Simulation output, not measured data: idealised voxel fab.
Process module, titled voxel gate over fins
Displayed cross-section: cut, width of 210 nm, square cells sized 5 nm.
Format of a cross-section: grid, square cells. Given as bands. Order: top down. Band: one or more rows of cells.
The band entry comprises the height of the band's top followed by the height of its bottom, expressed in nm, and subsequently the band's materials from left to right, each stated together with its width in nm. Where a single material is marked with the word "throughout", that material fills the band from edge to edge. The word "blank" represents empty space.
Zero point of the height axis is 0; under it, received wafer = one material. Lowest band: continues down indefinitely, "0..down".
With a width like "30..40", each row of cells in the band differs from the next by the same amount, the top row carrying the first number and the bottom row the second.
Key: "no modification" - step with no changed cell in the cross-section.
Listed in "Enclosed void entries": every empty space of 8 or more cells without an open way to the top. Form: width x height at distance, the distance being from the left edge, all in nm.
Anything after a step's settings on that line? It's the simulator's own note about the step.
You can add "overlay nm" to a step's line. For a step with a mask, it describes how far the mask lay to the right of its planned position, and a negative number describes a lay to the left.
So here's the lineup of process steps we planned
- 1: RECEIVE,material Si
- 2: CONFORMAL_DEP,material SiN,thk nm 5
- 3: DIRECTIONAL_DEP,material aC,thk nm 10
- 4: PATTERN,tone cover,mask id FINS,material resist,width nm 15,pitch nm 45,thk nm 30,overlay nm 0
- 5: DIRECTIONAL_ETCH,etch materials aC,depth nm 10
- 6: STRIP,etch materials resist
- 7: DIRECTIONAL_ETCH,etch materials SiN,depth nm 5
- 8: DIRECTIONAL_ETCH,etch materials Si,depth nm 35
- 9: STRIP,etch materials aC
- 10: OXIDIZE,depth nm 5
- 11: FILL_DEP,material SiO2,thk nm 15
- 12: CMP,height nm 5
- 13: SELECTIVE_ETCH,etch materials SiO2,depth nm 20
- 14: STRIP,etch materials SiN
- 15: CONFORMAL_DEP,material HfO2,thk nm 5
- 16: CONFORMAL_DEP,material TiN,thk nm 5
- 17: FILL_DEP,material W,thk nm 10
- 18: CMP,height nm 15
- 19: CONFORMAL_DEP,material SiN,thk nm 10
As-received wafer cross-section (after step 1)
* 0..down: Si throughout
* Enclosed void entries: none
Wafer at module end, in section. Began as above, planned as above, run with one mistake
* 20..10: SiN throughout
* 10..5: 45 W / 25 TiN / 20 W / 25 TiN / 20 W / 25 TiN / 50 W
* 5..0: 45 W / 5 TiN / 15 HfO2 / 5 TiN / 20 W / 5 TiN / 15 HfO2 / 5 TiN / 20 W / 5 TiN / 15 HfO2 / 5 TiN / 50 W
* 0..-5: 45 W / 5 TiN / 5 HfO2 / 5 Si / 5 HfO2 / 5 TiN / 20 W / 5 TiN / 5 HfO2 / 5 Si / 5 HfO2 / 5 TiN / 20 W / 5 TiN / 5 HfO2 / 5 Si / 5 HfO2 / 5 TiN / 50 W
* -5..-10: 50 TiN / 5 HfO2 / 5 Si / 5 HfO2 / 30 TiN / 5 HfO2 / 5 Si / 5 HfO2 / 30 TiN / 5 HfO2 / 5 Si / 5 HfO2 / 55 TiN
* -10..-15: 55 HfO2 / 5 Si / 40 HfO2 / 5 Si / 40 HfO2 / 5 Si / 60 HfO2
* -15..-40: 55 SiO2 / 5 Si / 40 SiO2 / 5 Si / 40 SiO2 / 5 Si / 60 SiO2
* -40..down: Si throughout
* Enclosed void entries: none
What was the processing mistake? step 18 did not happen as planned, as run it was CMP,height nm 10
